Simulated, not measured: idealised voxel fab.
Name of the process module below: voxel released beams
Pictured: cross-section cut, 220 nm wide, on a grid of 5 nm square cells.
A cross-section is a grid of square cells, given in bands from the top down. A band is one or more rows of cells.
Basically the band line says how high the top is and how high the bottom is, in nm, and then what's in it from left to right, every material with its width in nm. Empty space shows up as "air", and if a single material carries "everywhere" it runs the full band edge to edge.
Height is counted from the level 0, under which the received wafer is composed throughout of one material. The lowest of the bands is not closed at the bottom but continues downward, in the notation "from 0 down".
You'd read "30 to 40" like this: the band's top row of cells is as wide as the first number, its bottom row is as wide as the second, and going down, every row changes width by the same amount as the row before did.
Any step labelled "identical to before" changed none of the cells in the cross-section.
"Closed void table": empty spaces of 8 cells or more with no open way to the top, each given as width x height at distance, distance from the left edge, all in nm.
Step line, after settings: the simulator's comment on this step.
Among the settings permitted on a step's line is "overlay nm"; applied to a step with a mask, it specifies the extent to which the mask lay to the right of its planned position, whereas a negative figure signifies a position to the left.
The process steps that were planned are listed below:
1 RECEIVE: material Si
2 CONFORMAL_DEP: material SiN, thk nm 5
3 DIRECTIONAL_DEP: material SiO2, thk nm 10
4 MASKED_ETCH: tone open, mask id ANCHOR, width nm 35, etch materials SiO2, depth nm 10, overlay nm 0
5 CONFORMAL_DEP: material W, thk nm 10
6 MASKED_ETCH: tone cover, mask id BEAM, width nm 120, etch materials W, depth nm 10, overlay nm 0
7 STRIP: etch materials SiO2
Wafer cross-section on receipt, i.e. after step 1:
	from 0 down  Si everywhere
	Closed void table: none
Post-module cross-section: identical start and plan to those above, one misstep in execution:
	from 25 to 15  air: 45  W: 120  air: 55
	from 15 to 10  SiN everywhere
	from 10 to 0  SiO2 everywhere
	from 0 down  Si everywhere
	Closed void table: none
In executing the process, a mistake was made relative to the plan: steps 2 and 3 got flipped, so each one ran where the other should have
